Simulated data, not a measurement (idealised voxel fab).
The document below concerns the process module designated voxel released beams.
Displayed cross-section: cut, width of 285 nm, square cells sized 5 nm.
Each cross-section below is a grid of square cells, stated as bands in top-down order, with one or more rows of cells making up each band.
Band entry format. Leading values: height of top, height of bottom, nm. Remainder: materials in left-to-right order, each with its width in nm. Special words: "full width" on a single material, which then fills the band edge to edge; "air", empty space.
Heights are measured from 0, the level below which the as-received wafer is all one material; the lowest band has no bottom and continues downward, written as in "0 nm and below".
Quick explanation for "30->40": the width changes in equal steps down the rows of cells, from the first number in the band's top row to the second number in its bottom row.
Basically "nothing got changed" means that step didn't change any cell in the cross-section.
"Voids, sealed" contains a list of empty spaces, each no smaller than 8 cells and without an open way to the top, written in the form width x height at distance with the distance from the left edge and all three in nm.
Step line, after settings: the simulator's comment on this step.
What "overlay nm" on a step's line means: if the step has a mask, that mask lay this far to the right of its planned place, or, when the value is negative, to the left.

### The steps planned for the process are as follows
- 1: RECEIVE, material Si
- 2: CONFORMAL_DEP, material SiN, thk nm 5
- 3: DIRECTIONAL_DEP, material SiO2, thk nm 15
- 4: PATTERN, tone open, mask id ANCHOR, material resist, width nm 35, thk nm 20, overlay nm 0
- 5: DIRECTIONAL_ETCH, etch materials SiO2, depth nm 15
- 6: STRIP, etch materials resist
- 7: CONFORMAL_DEP, material polySi, thk nm 15
- 8: DIRECTIONAL_DEP, material aC, thk nm 15
- 9: PATTERN, tone cover, mask id BEAM, material resist, width nm 100, thk nm 30, overlay nm 0
- 10: DIRECTIONAL_ETCH, etch materials aC, depth nm 15
- 11: STRIP, etch materials resist
- 12: DIRECTIONAL_ETCH, etch materials polySi, depth nm 15
- 13: STRIP, etch materials aC
- 14: STRIP, etch materials SiO2

### As-received state of the wafer in cross-section, equivalent to post-step 1
0 nm and below = Si full width
Voids, sealed: none

### Module complete, cross-section. Starting point and plan per above. One mistake made in running the module
45 nm to 30 nm = air 90; polySi 20; air 5; polySi 75; air 95
30 nm to 15 nm = air 95; polySi 35; air 155
15 nm to 0 nm = SiN full width
0 nm and below = Si full width
Voids, sealed: none
Short version of what went wrong: so step 2 ended up running with a different setting than we planned, it ran as CONFORMAL_DEP, material SiN, thk nm 15
